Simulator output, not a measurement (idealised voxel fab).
process module | voxel wiring stack
Pictured: cross-section cut, 185 nm wide, on a grid of 5 nm square cells.
Cross-section format: a grid of square cells, given as bands from top to bottom; each band is one or more rows of cells. Look at the band entry: it leads with the top's height and the bottom's height in nm. Then it lists the materials left to right, with a width in nm for each. The word "full width" on a single material says that material fills the band edge to edge. The word "empty" is empty space. Where do heights start? At 0: under that level the wafer as delivered is made of one material only. And the lowest band has no floor; it just carries on downward, as in "0..down". So if you see something like "30 to 40" for the width, read it as the top row of the band sitting at the first number and the bottom row at the second, with every row in between moving by the same amount as the last. The cross-section has no changed cell in any step marked "stayed the same". In "Closed void inventory" the enclosed voids are listed, meaning empty spaces of 8 cells or larger without any opening to the top. The form is width x height at distance, distance from the left edge, units nm. It should be noted that, on the line of a given step, the content following the step's settings is a remark produced by the simulator itself with respect to that step. The setting "overlay nm" may be written on the line of a step. When the step uses a mask, the value reports how far to the right of the planned place the mask lay, and a negative value reports that it lay to the left.
Here's what the planned process steps look like
1 op RECEIVE | material Si
2 op CONFORMAL_DEP | material SiO2 | thk nm 15
3 op DIRECTIONAL_DEP | material TiN | thk nm 5
4 op DIRECTIONAL_DEP | material W | thk nm 15
5 op PATTERN | tone cover | mask id METAL_1 | material resist | width nm 20 | pitch nm 45 | thk nm 20 | overlay nm 0
6 op DIRECTIONAL_ETCH | etch materials W | depth nm 15
7 op DIRECTIONAL_ETCH | etch materials TiN | depth nm 5
8 op STRIP | etch materials resist
9 op CONFORMAL_DEP | material SiN | thk nm 5
10 op FILL_DEP | material lowk | thk nm 5
11 op CMP | height nm 35
12 op CONFORMAL_DEP | material SiCN | thk nm 5
13 op DIRECTIONAL_DEP | material SiO2 | thk nm 35
14 op MASKED_ETCH | tone open | mask id METAL_2 | width nm 20 | pitch nm 45 | etch materials SiO2 | depth nm 20 | overlay nm 0
15 op DIRECTIONAL_DEP | material aC | thk nm 15
16 op PATTERN | tone open | mask id METAL_2_HOLES | material resist | width nm 15 | pitch nm 45 | thk nm 35 | overlay nm 0
17 op DIRECTIONAL_ETCH | etch materials aC | depth nm 15
18 op STRIP | etch materials resist
19 op DIRECTIONAL_ETCH | etch materials SiO2 | depth nm 15
20 op DIRECTIONAL_ETCH | etch materials SiCN | depth nm 5
21 op STRIP | etch materials aC
22 op CONFORMAL_DEP | material TiN | thk nm 5
23 op FILL_DEP | material Cu | thk nm 5
24 op CMP | height nm 75
25 op CONFORMAL_DEP | material SiCN | thk nm 5
26 op DIRECTIONAL_DEP | material lowk | thk nm 10
27 op PATTERN | tone open | mask id PLUG_2 | material resist | width nm 15 | thk nm 20 | overlay nm 0
28 op DIRECTIONAL_ETCH | etch materials lowk | depth nm 10
29 op DIRECTIONAL_ETCH | etch materials SiCN | depth nm 5
30 op STRIP | etch materials resist
31 op CONFORMAL_DEP | material TiN | thk nm 5
32 op FILL_DEP | material W | thk nm 5
33 op CMP | height nm 90
34 op CONFORMAL_DEP | material SiCN | thk nm 5
35 op DIRECTIONAL_DEP | material SiO2 | thk nm 25
36 op PATTERN | tone open | mask id METAL_3 | material resist | width nm 20 | pitch nm 45 | thk nm 20 | overlay nm 0
37 op DIRECTIONAL_ETCH | etch materials SiO2 | depth nm 25
38 op DIRECTIONAL_ETCH | etch materials SiCN | depth nm 5
39 op STRIP | etch materials resist
40 op CONFORMAL_DEP | material TiN | thk nm 5
41 op FILL_DEP | material Cu | thk nm 10
42 op CMP | height nm 120
43 op CONFORMAL_DEP | material SiCN | thk nm 5
44 op DIRECTIONAL_DEP | material lowk | thk nm 10
45 op PATTERN | tone open | mask id PLUG_3 | material resist | width nm 15 | pitch nm 45 | thk nm 15 | overlay nm 0
46 op DIRECTIONAL_ETCH | etch materials lowk | depth nm 10
47 op DIRECTIONAL_ETCH | etch materials SiCN | depth nm 5
48 op STRIP | etch materials resist
49 op EPI | material Ru | thk nm 10
50 op EPI | material Ru | thk nm 5
51 op DIRECTIONAL_DEP | material TiN | thk nm 5
52 op DIRECTIONAL_DEP | material W | thk nm 25
53 op MASKED_ETCH | tone cover | mask id METAL_4 | width nm 20 | pitch nm 45 | etch materials W | depth nm 25 | overlay nm 0
54 op MASKED_ETCH | tone cover | mask id METAL_4 | width nm 20 | pitch nm 45 | etch materials TiN | depth nm 5 | overlay nm 0
55 op CONFORMAL_DEP | material SiN | thk nm 5
56 op FILL_DEP | material SiO2 | thk nm 10
57 op CMP | height nm 165
58 op CONFORMAL_DEP | material SiN | thk nm 5
Cross-section, incoming material, after step 1
    0..down = Si full width
    Closed void inventory: none
End-of-module XS, first of two wafers, run as planned
    170..165 = SiN full width
    165..140 = 55 of SiO2; 5 of SiN; 20 of W; 5 of SiN; 15 of SiO2; 5 of SiN; 20 of W; 5 of SiN; 55 of SiO2
    140..135 = 60 of SiN; 20 of TiN; 25 of SiN; 20 of TiN; 60 of SiN
    135..125 = 60 of lowk; 15 of Ru; 30 of lowk; 15 of Ru; 65 of lowk
    125..120 = 60 of SiCN; 15 of Ru; 30 of SiCN; 15 of Ru; 65 of SiCN
    120..95 = 60 of SiO2; 5 of TiN; 10 of Cu; 5 of TiN; 25 of SiO2; 5 of TiN; 10 of Cu; 5 of TiN; 60 of SiO2
    95..90 = 60 of SiCN; 20 of TiN; 25 of SiCN; 20 of TiN; 60 of SiCN
    90..80 = 60 of lowk; 5 of TiN; 5 of W; 5 of TiN; 110 of lowk
    80..75 = 60 of SiCN; 15 of TiN; 110 of SiCN
    75..60 = 60 of SiO2; 5 of TiN; 10 of Cu; 5 of TiN; 25 of SiO2; 5 of TiN; 10 of Cu; 5 of TiN; 60 of SiO2
    60..55 = 60 of SiO2; 5 of TiN; 5 of Cu; 10 of TiN; 25 of SiO2; 5 of TiN; 5 of Cu; 10 of TiN; 60 of SiO2
    55..40 = 60 of SiO2; 5 of TiN; 5 of Cu; 5 of TiN; 30 of SiO2; 5 of TiN; 5 of Cu; 5 of TiN; 65 of SiO2
    40..35 = 60 of SiCN; 15 of TiN; 30 of SiCN; 15 of TiN; 65 of SiCN
    35..20 = 55 of lowk; 5 of SiN; 20 of W; 5 of SiN; 15 of lowk; 5 of SiN; 20 of W; 5 of SiN; 55 of lowk
    20..15 = 60 of SiN; 20 of TiN; 25 of SiN; 20 of TiN; 60 of SiN
    15..0 = SiO2 full width
    0..down = Si full width
    Closed void inventory: none
Presented here is a cross-section of the second of the two wafers as it stood at the end of the module. It was started in the same manner and assigned the same plan as the first wafer; however, one mistake was made in its execution
    170..165 = SiN full width
    165..160 = 55 of SiO2; 30 of SiN; 15 of SiO2; 30 of SiN; 55 of SiO2
    160..140 = 55 of SiO2; 5 of SiN; 20 of W; 5 of SiN; 15 of SiO2; 5 of SiN; 20 of W; 5 of SiN; 55 of SiO2
    140..135 = 60 of SiN; 20 of TiN; 25 of SiN; 20 of TiN; 60 of SiN
    135..125 = 60 of lowk; 15 of Ru; 30 of lowk; 15 of Ru; 65 of lowk
    125..120 = 60 of SiCN; 15 of Ru; 30 of SiCN; 15 of Ru; 65 of SiCN
    120..95 = 60 of SiO2; 5 of TiN; 10 of Cu; 5 of TiN; 25 of SiO2; 5 of TiN; 10 of Cu; 5 of TiN; 60 of SiO2
    95..90 = 60 of SiCN; 20 of TiN; 25 of SiCN; 20 of TiN; 60 of SiCN
    90..80 = 60 of lowk; 5 of TiN; 5 of W; 5 of TiN; 110 of lowk
    80..75 = 60 of SiCN; 15 of TiN; 110 of SiCN
    75..60 = 60 of SiO2; 5 of TiN; 10 of Cu; 5 of TiN; 25 of SiO2; 5 of TiN; 10 of Cu; 5 of TiN; 60 of SiO2
    60..55 = 60 of SiO2; 5 of TiN; 5 of Cu; 10 of TiN; 25 of SiO2; 5 of TiN; 5 of Cu; 10 of TiN; 60 of SiO2
    55..40 = 60 of SiO2; 5 of TiN; 5 of Cu; 5 of TiN; 30 of SiO2; 5 of TiN; 5 of Cu; 5 of TiN; 65 of SiO2
    40..35 = 60 of SiCN; 15 of TiN; 30 of SiCN; 15 of TiN; 65 of SiCN
    35..20 = 55 of lowk; 5 of SiN; 20 of W; 5 of SiN; 15 of lowk; 5 of SiN; 20 of W; 5 of SiN; 55 of lowk
    20..15 = 60 of SiN; 20 of TiN; 25 of SiN; 20 of TiN; 60 of SiN
    15..0 = SiO2 full width
    0..down = Si full width
    Closed void inventory: none
Want to know what went wrong? step 52 ran as: op DIRECTIONAL_DEP | material W | thk nm 20
Wafer comparison, final, in cells, second relative to first, materials more or fewer: SiN +8 | W -8
